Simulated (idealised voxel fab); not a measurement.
process module | voxel air gaps
cross-section cut | 275 nm wide | cells 5 nm
A cross-section is a grid of square cells, given in bands from the top down. A band is one or more rows of cells.
Each band's line starts with the height of the band's top and of its bottom, in nm. Then come its materials from left to right, each with its width in nm. One material with "throughout" fills the band from edge to edge. "air" is empty space.
Height 0 is the level under which the wafer as received is all one material. The lowest band goes on downwards, as in "0 down".
A width such as "30 to 40" changes by the same amount from each row of cells to the next, from the band's top row to its bottom row.
"no change" after a step means that no cell of the cross-section changed.
closed voids: empty space of 8 cells or more with no open way to the top, each as width x height at its distance from the left edge, in nm
after a step's settings: what the simulator itself notes on the step
overlay nm, on a step with a mask: how far to the right of its planned place the mask lay; to the left if negative
plan
1 op RECEIVE | material Si
2 op CONFORMAL_DEP | material SiO2 | thk nm 10
3 op CONFORMAL_DEP | material SiCN | thk nm 5
4 op DIRECTIONAL_DEP | material SiO2 | thk nm 35
5 op MASKED_ETCH | tone open | mask id LINES | width nm 20 | pitch nm 45 | etch materials SiO2 | depth nm 35 | overlay nm 0
6 op CONFORMAL_DEP | material TiN | thk nm 5
7 op FILL_DEP | material Ru | thk nm 5
8 op CMP | height nm 50
9 op EPI | material Ru | thk nm 10
10 op SELECTIVE_ETCH | etch materials SiO2 | depth nm 45
11 op CONFORMAL_DEP | material SiCN | thk nm 5
as received, after step 1
  0 down: Si throughout
  closed voids: none
a wafer at the end: this start, this plan, one mistake
  65 to 60: SiCN throughout
  60 to 50: Ru throughout
  50 to 45: TiN 85 | Ru 10 | TiN 35 | Ru 10 | TiN 35 | Ru 10 | TiN 90
  45 to 15: SiO2 80 | TiN 5 | Ru 10 | TiN 5 | SiO2 25 | TiN 5 | Ru 10 | TiN 5 | SiO2 25 | TiN 5 | Ru 10 | TiN 5 | SiO2 85
  15 to 10: SiO2 80 | TiN 20 | SiO2 25 | TiN 20 | SiO2 25 | TiN 20 | SiO2 85
  10 to 0: SiO2 throughout
  0 down: Si throughout
  closed voids: none
what went wrong: step 3 was left out
